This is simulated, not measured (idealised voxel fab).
Module name: voxel fin reveal (process module)
This is section cut - it's 175 nm across, gridded in 5 nm square cells.
Cross-section layout: square cells on a grid; listed as bands, top to bottom; a band spans one or more cell rows.
Heights first: top, then bottom, in nm. Then materials, left to right, each with a width in nm. "all across" on a single material: fills the band edge to edge. "air": empty space.
A quick word on heights: they are counted from 0, and under that level the wafer as it came to us is one material throughout. The lowest band is different from the rest in having no bottom; it simply continues downward, written as in "0 and below".
The expression "30..40" gives the width at the extremes of the band, the first number at its top row of cells and the second at its bottom row, with the width changing by equal amounts from each row to the next in between.
Take "nothing different" at face value: in the step it is given for, the cross-section changed in none of its cells.
Empty spaces without an open route to the top, at least 8 cells in extent, make up the entry "Closed void register"; each is given as width x height at distance, where the distance is measured from the left edge, and all are in nm.
Post-settings text on a step line: simulator's own remark regarding the step.
The "overlay nm" setting may appear on a step's line; for a step that uses a mask, it gives how far to the right of its planned position the mask lay, and a negative value indicates the left.

These are the steps we planned for the process:
1 RECEIVE with material Si
2 CONFORMAL_DEP with material SiN, thk nm 10
3 MASKED_ETCH with tone cover, mask id FINS, width nm 15, pitch nm 40, etch materials SiN, depth nm 10, overlay nm -15
4 MASKED_ETCH with tone cover, mask id FINS, width nm 15, pitch nm 40, etch materials Si, depth nm 40, overlay nm 0
5 FILL_DEP with material SiO2, thk nm 5
6 CMP with height nm 10
7 SELECTIVE_ETCH with etch materials SiO2, depth nm 25
8 STRIP with etch materials SiN
9 CONFORMAL_DEP with material HfO2, thk nm 5
Across this set of wafers, the varied parameter is the overlay nm of step 3. Starting conditions are identical for every wafer, and the plan reports the value assigned to the first wafer.

As-received state after step 1, first of several wafers, cross-section:
* 0 and below  Si all across
* Closed void register: none

The first of several wafers, seen in cross-section after the module's last step, step 9:
* 5 down to 0  air (40); HfO2 (80); air (55)
* 0 down to -10  air (40); HfO2 (5); Si (30); HfO2 (10); Si (30); HfO2 (5); air (55)
* -10 down to -15  HfO2 (45); Si (30); HfO2 (10); Si (30); HfO2 (60)
* -15 down to -40  SiO2 (45); Si (30); SiO2 (10); Si (30); SiO2 (60)
* -40 and below  Si all across
* Closed void register: none

Cross-section, module end, final of several wafers:
* 5 down to 0  air (55); HfO2 (80); air (40)
* 0 down to -10  air (55); HfO2 (5); Si (30); HfO2 (10); Si (30); HfO2 (5); air (40)
* -10 down to -15  HfO2 (60); Si (30); HfO2 (10); Si (30); HfO2 (45)
* -15 down to -40  SiO2 (60); Si (30); SiO2 (10); Si (30); SiO2 (45)
* -40 and below  Si all across
* Closed void register: none

Below is a per-wafer table. In it, each row describes the wafer at the end of the module by giving, for each material, the number of cells gained (+) or lost (-) since the wafer was received, and after that the closed voids of the wafer:
overlay nm -15; +47 HfO2; -184 Si; +115 SiO2; Closed void register: none
overlay nm -10; +47 HfO2; -200 Si; +125 SiO2; Closed void register: none
overlay nm -5; +47 HfO2; -216 Si; +135 SiO2; Closed void register: none
overlay nm 0; +47 HfO2; -232 Si; +145 SiO2; Closed void register: none
overlay nm 5; +47 HfO2; -216 Si; +135 SiO2; Closed void register: none
overlay nm 10; +47 HfO2; -200 Si; +125 SiO2; Closed void register: none
overlay nm 15; +47 HfO2; -184 Si; +115 SiO2; Closed void register: none
